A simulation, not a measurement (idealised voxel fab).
process module | voxel capacitor over wiring
cross-section cut | 220 nm wide | cells 5 nm
A cross-section is a grid of square cells, given in bands from the top down. A band is one or more rows of cells.
Each band's line starts with the height of the band's top and of its bottom, in nm. Then come its materials from left to right, each with its width in nm. One material with "throughout" fills the band from edge to edge. "air" is empty space.
Height 0 is the level under which the wafer as received is all one material. The lowest band goes on downwards, as in "0 down".
A width such as "30 to 40" changes by the same amount from each row of cells to the next, from the band's top row to its bottom row.
"no change" after a step means that no cell of the cross-section changed.
closed voids: empty space of 8 cells or more with no open way to the top, each as width x height at its distance from the left edge, in nm
after a step's settings: what the simulator itself notes on the step
overlay nm, on a step with a mask: how far to the right of its planned place the mask lay; to the left if negative
plan
1 op RECEIVE | material Si
2 op CONFORMAL_DEP | material SiO2 | thk nm 15
3 op DIRECTIONAL_DEP | material TiN | thk nm 5
4 op DIRECTIONAL_DEP | material W | thk nm 15
5 op DIRECTIONAL_DEP | material aC | thk nm 15
6 op PATTERN | tone cover | mask id METAL_1 | material resist | width nm 30 | pitch nm 90 | thk nm 30 | overlay nm 0
7 op DIRECTIONAL_ETCH | etch materials aC | depth nm 15
8 op STRIP | etch materials resist
9 op DIRECTIONAL_ETCH | etch materials W | depth nm 15
10 op DIRECTIONAL_ETCH | etch materials TiN | depth nm 5
11 op STRIP | etch materials aC
12 op CONFORMAL_DEP | material SiN | thk nm 5
13 op FILL_DEP | material SiO2 | thk nm 5
14 op CMP | height nm 35
15 op CONFORMAL_DEP | material SiCN | thk nm 5
16 op DIRECTIONAL_DEP | material SiO2 | thk nm 15
17 op PATTERN | tone open | mask id PLUG_1 | material resist | width nm 15 | thk nm 15 | overlay nm 0
18 op DIRECTIONAL_ETCH | etch materials SiO2 | depth nm 15
19 op DIRECTIONAL_ETCH | etch materials SiCN | depth nm 5
20 op STRIP | etch materials resist
21 op CONFORMAL_DEP | material TiN | thk nm 5
22 op FILL_DEP | material Cu | thk nm 10
23 op CMP | height nm 55
24 op DIRECTIONAL_DEP | material TiN | thk nm 10
25 op DIRECTIONAL_DEP | material Al2O3 | thk nm 5
26 op DIRECTIONAL_DEP | material TiN | thk nm 5
27 op PATTERN | tone cover | mask id UPPER_PLATE | material resist | width nm 65 | thk nm 15 | overlay nm 0
28 op DIRECTIONAL_ETCH | etch materials TiN | depth nm 5
29 op DIRECTIONAL_ETCH | etch materials Al2O3 | depth nm 5
30 op STRIP | etch materials resist
31 op DIRECTIONAL_DEP | material aC | thk nm 10
32 op PATTERN | tone cover | mask id LOWER_PLATE | material resist | width nm 75 | thk nm 25 | overlay nm 0
33 op DIRECTIONAL_ETCH | etch materials aC | depth nm 10
34 op STRIP | etch materials resist
35 op DIRECTIONAL_ETCH | etch materials TiN | depth nm 10
36 op STRIP | etch materials aC
37 op FILL_DEP | material SiO2 | thk nm 20
38 op CMP | height nm 90
39 op MASKED_ETCH | tone open | mask id PLUG_2 | width nm 15 | etch materials SiO2 | depth nm 15 | overlay nm 0
40 op CONFORMAL_DEP | material TiN | thk nm 5
41 op FILL_DEP | material W | thk nm 5
42 op CMP | height nm 90
43 op CONFORMAL_DEP | material SiCN | thk nm 5
varied across the wafers: thk nm of step 3. The plan shows the first wafer's value. All wafers start alike
first wafer as received, after step 1
  0 down: Si throughout
  closed voids: none
each wafer at the end: cells of each material gained (+) or lost (-) since it was received, then its closed voids
thk nm 5 | +13 Al2O3 | +3 Cu | +85 SiCN | +44 SiN | +582 SiO2 | +71 TiN | +38 W | closed voids: none
thk nm 10 | +13 Al2O3 | +3 Cu | +85 SiCN | +40 SiN | +554 SiO2 | +115 TiN | +26 W | closed voids: none
thk nm 15 | +13 Al2O3 | +3 Cu | +85 SiCN | +36 SiN | +526 SiO2 | +159 TiN | +14 W | closed voids: none
thk nm 20 | +13 Al2O3 | +3 Cu | +85 SiCN | +32 SiN | +498 SiO2 | +203 TiN | +2 W | closed voids: none
